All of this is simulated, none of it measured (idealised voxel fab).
Proc. module: voxel double patterning
For reference, the cross-section in this document is cut, with width 245 nm and square cells of 5 nm.
Reading order for cross-sections: top band down to bottom band. Underlying form: a grid of square cells. Band size: one or more rows of cells. For a band, the entry starts with two heights in nm, that of the top and then that of the bottom, and carries on with the band's materials in order from left to right, each alongside its width in nm; the word "edge to edge" beside a single material means it fills the band edge to edge, and "blank" means empty space. Measure heights from 0. That's the level where, below it, the as-received wafer is all one material. The lowest band is bottomless and extends downward; write it as in "z 0 and below". Quick explanation for "30..40": the width changes in equal steps down the rows of cells, from the first number in the band's top row to the second number in its bottom row. "nothing changed" after a step means that no cell of the cross-section changed. The list in "Enclosed cavities" covers empty spaces of 8 cells or more that cannot reach the top through any open way, and it gives each as width x height at distance; the distance is from the left edge, and width, height and distance are in nm. On a step's line, text after the settings is the simulator commenting on that step. "overlay nm" denotes, for a step that has a mask, the displacement of the mask to the right of its planned place, with negative values corresponding to the left.
Process steps foreseen in the plan:
- 1: RECEIVE | material Si
- 2: CONFORMAL_DEP | material SiO2 | thk nm 10
- 3: DIRECTIONAL_DEP | material W | thk nm 10
- 4: DIRECTIONAL_DEP | material SiN | thk nm 10
- 5: DIRECTIONAL_DEP | material aC | thk nm 10
- 6: PATTERN | tone open | mask id FIRST | material resist | width nm 15 | pitch nm 50 | thk nm 25 | overlay nm 0
- 7: DIRECTIONAL_ETCH | etch materials aC | depth nm 10
- 8: STRIP | etch materials resist
- 9: DIRECTIONAL_ETCH | etch materials SiN | depth nm 10
- 10: STRIP | etch materials aC
- 11: MASKED_ETCH | tone open | mask id SECOND | width nm 15 | etch materials SiN | depth nm 10 | overlay nm 0
- 12: DIRECTIONAL_ETCH | etch materials W | depth nm 10
- 13: STRIP | etch materials SiN
Incoming wafer, cross-sectional view, post step 1:
z 0 and below = Si edge to edge
Enclosed cavities: none
Cross-section, first of two wafers, end of module, run as planned:
z 20 to 10 = W (90); blank (15); W (10); blank (15); W (10); blank (15); W (90)
z 10 to 0 = SiO2 edge to edge
z 0 and below = Si edge to edge
Enclosed cavities: none
Second wafer cross-section at end of module - shared start and plan with the first, one mistake in the run:
z 10 to 0 = W (90); blank (15); W (10); blank (15); W (10); blank (15); W (90)
z 0 and below = Si edge to edge
Enclosed cavities: none
Processing error: plan step 2 never ran because it was skipped
Final tally in cells, some materials are higher or lower on the second wafer than on the first: -98 SiO2
